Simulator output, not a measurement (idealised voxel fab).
process module | voxel transistor to metal
cross-section cut | 300 nm wide | cells 5 nm
A cross-section is a grid of square cells, given in bands from the top down. A band is one or more rows of cells.
Each band's line starts with the height of the band's top and of its bottom, in nm. Then come its materials from left to right, each with its width in nm. One material with "throughout" fills the band from edge to edge. "air" is empty space.
Height 0 is the level under which the wafer as received is all one material. The lowest band goes on downwards, as in "0 down".
A width such as "30 to 40" changes by the same amount from each row of cells to the next, from the band's top row to its bottom row.
"no change" after a step means that no cell of the cross-section changed.
closed voids: empty space of 8 cells or more with no open way to the top, each as width x height at its distance from the left edge, in nm
after a step's settings: what the simulator itself notes on the step
overlay nm, on a step with a mask: how far to the right of its planned place the mask lay; to the left if negative
plan
1 op RECEIVE | material Si
2 op CONFORMAL_DEP | material SiO2 | thk nm 5
3 op CONFORMAL_DEP | material SiN | thk nm 10
4 op PATTERN | tone cover | mask id ACTIVE | material resist | width nm 100 | pitch nm 125 | thk nm 20 | overlay nm 0
5 op DIRECTIONAL_ETCH | etch materials SiN | depth nm 10
6 op DIRECTIONAL_ETCH | etch materials SiO2 | depth nm 5
7 op DIRECTIONAL_ETCH | etch materials Si | depth nm 20
8 op STRIP | etch materials resist
9 op FILL_DEP | material SiO2 | thk nm 5
10 op CMP | height nm 15
11 op SELECTIVE_ETCH | etch materials SiO2 | depth nm 5
12 op STRIP | etch materials SiN
13 op SELECTIVE_ETCH | etch materials SiO2 | depth nm 5
14 op OXIDIZE | depth nm 5
15 op DIRECTIONAL_DEP | material polySi | thk nm 25
16 op DIRECTIONAL_DEP | material SiCN | thk nm 10
17 op PATTERN | tone cover | mask id GATE | material resist | width nm 15 | pitch nm 125 | thk nm 20 | overlay nm 0
18 op DIRECTIONAL_ETCH | etch materials SiCN | depth nm 20
19 op DIRECTIONAL_ETCH | etch materials polySi | depth nm 35
20 op STRIP | etch materials resist
21 op CONFORMAL_DEP | material SiN | thk nm 10
22 op DIRECTIONAL_ETCH | etch materials SiN | depth nm 10
23 op DIRECTIONAL_ETCH | etch materials SiO2 | depth nm 5
24 op EPI | material nSi | thk nm 5
25 op FILL_DEP | material SiO2 | thk nm 5
26 op CMP | height nm 35
27 op DIRECTIONAL_DEP | material SiO2 | thk nm 10
28 op PATTERN | tone open | mask id CONTACT | material resist | width nm 25 | thk nm 20 | overlay nm 0
29 op DIRECTIONAL_ETCH | etch materials SiO2 | depth nm 45
30 op STRIP | etch materials resist
31 op CONFORMAL_DEP | material TiN | thk nm 5
32 op FILL_DEP | material W | thk nm 5
33 op CMP | height nm 45
34 op DIRECTIONAL_DEP | material TiN | thk nm 5
35 op DIRECTIONAL_DEP | material Ru | thk nm 25
36 op MASKED_ETCH | tone cover | mask id METAL_1 | width nm 15 | etch materials Ru | depth nm 25 | overlay nm 0
37 op MASKED_ETCH | tone cover | mask id METAL_1 | width nm 15 | etch materials TiN | depth nm 5 | overlay nm 0
38 op FILL_DEP | material SiO2 | thk nm 5
39 op CMP | height nm 75
40 op CONFORMAL_DEP | material SiN | thk nm 5
varied across the wafers: width nm of step 17. The plan shows the first wafer's value. All wafers start alike
first wafer as received, after step 1
  0 down: Si throughout
  closed voids: none
each wafer at the end: cells of each material gained (+) or lost (-) since it was received, then its closed voids
width nm 15 | +60 Ru | -120 Si | +12 SiCN | +124 SiN | +654 SiO2 | +96 TiN | +82 W | +22 nSi | +30 polySi | closed voids: none
width nm 20 | +60 Ru | -120 Si | +16 SiCN | +124 SiN | +656 SiO2 | +96 TiN | +68 W | +20 nSi | +40 polySi | closed voids: none
width nm 25 | +60 Ru | -120 Si | +20 SiCN | +124 SiN | +658 SiO2 | +96 TiN | +54 W | +18 nSi | +50 polySi | closed voids: none
width nm 30 | +60 Ru | -120 Si | +24 SiCN | +124 SiN | +660 SiO2 | +96 TiN | +40 W | +16 nSi | +60 polySi | closed voids: none
width nm 35 | +60 Ru | -120 Si | +28 SiCN | +124 SiN | +662 SiO2 | +96 TiN | +26 W | +14 nSi | +70 polySi | closed voids: none
